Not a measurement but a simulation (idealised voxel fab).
Process module under the name voxel released beams
Displayed cross-section: cut, width of 245 nm, square cells sized 5 nm.
Heads up, the way a cross-section reads in here is a grid of square cells, handed over as bands from the top down, with every band being one or more rows of cells. Band: top and bottom heights (nm) first, top before bottom; then materials from left to right, widths in nm. "throughout" marks a sole material filling the band edge to edge. "empty" denotes empty space. Height reference: 0 = level under which incoming wafer is all one material. Lowest band: no bottom, runs on downward, e.g. "0 and below". It should be noted that a width expressed as "30->40" varies in equal increments from row to row of cells within the band, taking the value of the first number at the top row and that of the second number at the bottom row. Basically "changes: none" means that step didn't change any cell in the cross-section. Any empty space of 8 cells or more lacking an open way to the top shows up in "Sealed void listing" as width x height at distance, distance from the left edge, in nm. Formally, on a step line, whatever follows the settings is a remark that the simulator itself makes on the step. overlay nm, on a step with a mask: how far to the right of its planned place the mask lay; to the left if negative.

[Process steps (planned)]
1: op RECEIVE | material Si
2: op CONFORMAL_DEP | material Al2O3 | thk nm 10
3: op DIRECTIONAL_DEP | material SiO2 | thk nm 15
4: op PATTERN | tone open | mask id ANCHOR | material resist | width nm 35 | thk nm 15 | overlay nm 0
5: op DIRECTIONAL_ETCH | etch materials SiO2 | depth nm 15
6: op STRIP | etch materials resist
7: op CONFORMAL_DEP | material SiN | thk nm 10
8: op PATTERN | tone cover | mask id BEAM | material resist | width nm 95 | thk nm 20 | overlay nm 0
9: op DIRECTIONAL_ETCH | etch materials SiN | depth nm 10
10: op STRIP | etch materials resist
11: op STRIP | etch materials SiO2

[First of two wafers: run as planned]

[Delivered wafer in cross-section: state after step 1]
    0 and below: Si throughout
    Sealed void listing: none

[After step 2: wafer cross-section]
    10 down to 0: Al2O3 throughout
    No changes below 0.

[After step 3: wafer cross-section]
    25 down to 10: SiO2 throughout
    No changes below 10.

[After step 4: wafer cross-section]
    40 down to 25: resist=75, empty=35, resist=135
    No changes below 25.

[After step 5: wafer cross-section]
    40 down to 25: resist=75, empty=35, resist=135
    25 down to 10: SiO2=75, empty=35, SiO2=135
    No changes below 10.

[After step 6: wafer cross-section]
    25 down to 10: SiO2=75, empty=35, SiO2=135
    No changes below 10.

[After step 7: wafer cross-section]
    35 down to 25: SiN=85, empty=15, SiN=145
    25 down to 20: SiO2=75, SiN=10, empty=15, SiN=10, SiO2=135
    20 down to 10: SiO2=75, SiN=35, SiO2=135
    No changes below 10.

[After step 8: wafer cross-section]
    55 down to 35: empty=70, resist=95, empty=80
    35 down to 25: SiN=85, resist=15, SiN=145
    25 down to 20: SiO2=75, SiN=10, resist=15, SiN=10, SiO2=135
    No changes below 20.

[After step 9: wafer cross-section]
    55 down to 35: empty=70, resist=95, empty=80
    35 down to 25: empty=70, SiN=15, resist=15, SiN=65, empty=80
    No changes below 25.

[After step 10: wafer cross-section]
    35 down to 25: empty=70, SiN=15, empty=15, SiN=65, empty=80
    25 down to 20: SiO2=75, SiN=10, empty=15, SiN=10, SiO2=135
    No changes below 20.

[After step 11: wafer cross-section]
    35 down to 25: empty=70, SiN=15, empty=15, SiN=65, empty=80
    25 down to 20: empty=75, SiN=10, empty=15, SiN=10, empty=135
    20 down to 10: empty=75, SiN=35, empty=135
    No changes below 10.

[What follows concerns the second wafer, which started out like the first and was meant to follow the very same plan; one mistake crept in when it was run, but everything up to and including step 7 is the same as for the first wafer]

[Cross-section of the second wafer at the time step 8 of the plan should have ended]
    55 down to 35: empty=70, resist=100, empty=75
    35 down to 25: SiN=85, resist=15, SiN=145
    25 down to 20: SiO2=75, SiN=10, resist=15, SiN=10, SiO2=135
    No changes below 20.

[Cross-section of the second wafer at the time step 9 of the plan should have ended]
    55 down to 35: empty=70, resist=100, empty=75
    35 down to 25: empty=70, SiN=15, resist=15, SiN=70, empty=75
    No changes below 25.

[Cross-section of the second wafer at the time step 10 of the plan should have ended]
    35 down to 25: empty=70, SiN=15, empty=15, SiN=70, empty=75
    25 down to 20: SiO2=75, SiN=10, empty=15, SiN=10, SiO2=135
    No changes below 20.

[Cross-section of the second wafer at the time step 11 of the plan should have ended]
    35 down to 25: empty=70, SiN=15, empty=15, SiN=70, empty=75
    25 down to 20: empty=75, SiN=10, empty=15, SiN=10, empty=135
    20 down to 10: empty=75, SiN=35, empty=135
    No changes below 10.
what went wrong: contrary to plan, step 8 was performed as op PATTERN | tone cover | mask id BEAM | material resist | width nm 100 | thk nm 20 | overlay nm 0
Final wafer comparison in cells, second versus first, more or fewer per material: SiN +2
